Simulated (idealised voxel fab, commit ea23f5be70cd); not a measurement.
The document below concerns the process module designated voxel self aligned contacts.
In the cross-section labelled cut, the width is 255 nm and each square cell is 5 nm.
Throughout this document, each cross-section is represented as a grid of square cells and is presented as a sequence of bands enumerated from the top downward, where a band comprises one or more rows of cells.
Band entry format. Leading values: height of top, height of bottom, nm. Remainder: materials in left-to-right order, each with its width in nm. Special words: "everywhere" on a single material, which then fills the band edge to edge; "blank", empty space.
Counting heights begins at 0, where everything beneath is, in the wafer as received, one material. The lowest band has no bottom; it goes on downwards, as "top 0, no bottom" shows.
You'd read "30..40" like this: the band's top row of cells is as wide as the first number, its bottom row is as wide as the second, and going down, every row changes width by the same amount as the row before did.
Key: "no alteration" - step with no changed cell in the cross-section.
Entry "Closed cavities" = empty spaces >= 8 cells with no open way to the top; each as width x height at distance, distance from left edge, all nm.
Formally, on a step line, whatever follows the settings is a remark that the simulator itself makes on the step.
"overlay nm" on a masked step: distance the mask lay right of its planned place, negative for left.
### So here's the lineup of process steps we planned
1: RECEIVE [material Si]
2: OXIDIZE [depth nm 5]
3: DIRECTIONAL_DEP [material polySi] [thk nm 20]
4: DIRECTIONAL_DEP [material SiN] [thk nm 20]
5: DIRECTIONAL_DEP [material aC] [thk nm 10]
6: PATTERN [tone cover] [mask id GATE] [material resist] [width nm 35] [pitch nm 60] [thk nm 30] [overlay nm 0]
7: DIRECTIONAL_ETCH [etch materials aC] [depth nm 10]
8: STRIP [etch materials resist]
9: DIRECTIONAL_ETCH [etch materials SiN] [depth nm 20]
10: DIRECTIONAL_ETCH [etch materials polySi] [depth nm 20]
11: STRIP [etch materials aC]
12: CONFORMAL_DEP [material SiN] [thk nm 5]
13: DIRECTIONAL_ETCH [etch materials SiN] [depth nm 5]
14: FILL_DEP [material SiO2] [thk nm 15]
15: CMP [height nm 45]
16: DIRECTIONAL_DEP [material aC] [thk nm 10]
17: PATTERN [tone open] [mask id CONTACT] [material resist] [width nm 35] [pitch nm 60] [thk nm 25] [overlay nm 0]
18: DIRECTIONAL_ETCH [etch materials aC] [depth nm 10]
19: STRIP [etch materials resist]
20: DIRECTIONAL_ETCH [etch materials SiO2] [depth nm 50]
21: STRIP [etch materials aC]
22: CONFORMAL_DEP [material TiN] [thk nm 5]
23: FILL_DEP [material W] [thk nm 10]
24: CMP [height nm 45]
25: CONFORMAL_DEP [material SiCN] [thk nm 5]
### Received-state cross-section, reflecting completion of step 1
top 0, no bottom: Si everywhere
Closed cavities: none
### First of two wafers: cross-section at end of module, run per plan
top 50, bottom 45: SiCN everywhere
top 45, bottom 40: SiO2 80 nm / TiN 15 nm / W 5 nm / TiN 15 nm / SiO2 25 nm / TiN 15 nm / W 5 nm / TiN 15 nm / SiO2 80 nm
top 40, bottom 20: SiO2 45 nm / SiN 45 nm / TiN 5 nm / W 5 nm / TiN 5 nm / SiN 45 nm / TiN 5 nm / W 5 nm / TiN 5 nm / SiN 45 nm / SiO2 45 nm
top 20, bottom 0: SiO2 45 nm / SiN 5 nm / polySi 35 nm / SiN 5 nm / TiN 5 nm / W 5 nm / TiN 5 nm / SiN 5 nm / polySi 35 nm / SiN 5 nm / TiN 5 nm / W 5 nm / TiN 5 nm / SiN 5 nm / polySi 35 nm / SiN 5 nm / SiO2 45 nm
top 0, bottom -5: SiO2 90 nm / TiN 15 nm / SiO2 45 nm / TiN 15 nm / SiO2 90 nm
top -5, no bottom: Si everywhere
Closed cavities: none
### Now the second wafer, cross-sectioned at the end of the module. Nothing different at the start, nothing different in the plan compared with the first, just one mistake when it was actually run
top 50, bottom 45: SiCN everywhere
top 45, bottom 40: SiO2 80 nm / TiN 15 nm / W 5 nm / TiN 15 nm / SiO2 25 nm / TiN 15 nm / W 5 nm / TiN 15 nm / SiO2 80 nm
top 40, bottom 20: SiO2 45 nm / SiN 45 nm / TiN 5 nm / W 5 nm / TiN 5 nm / SiN 45 nm / TiN 5 nm / W 5 nm / TiN 5 nm / SiN 45 nm / SiO2 45 nm
top 20, bottom 15: SiO2 90 nm / TiN 15 nm / SiO2 45 nm / TiN 15 nm / SiO2 90 nm
top 15, bottom 0: polySi everywhere
top 0, no bottom: Si everywhere
Closed cavities: none
Short version of what went wrong: plan steps 2 and 3 run swapped
In the final state, the cell counts of the second wafer exceed or fall short of those of the first for the following materials: Si: 51 more | SiN: 24 fewer | SiO2: 72 fewer | TiN: 16 fewer | W: 8 fewer | polySi: 69 more
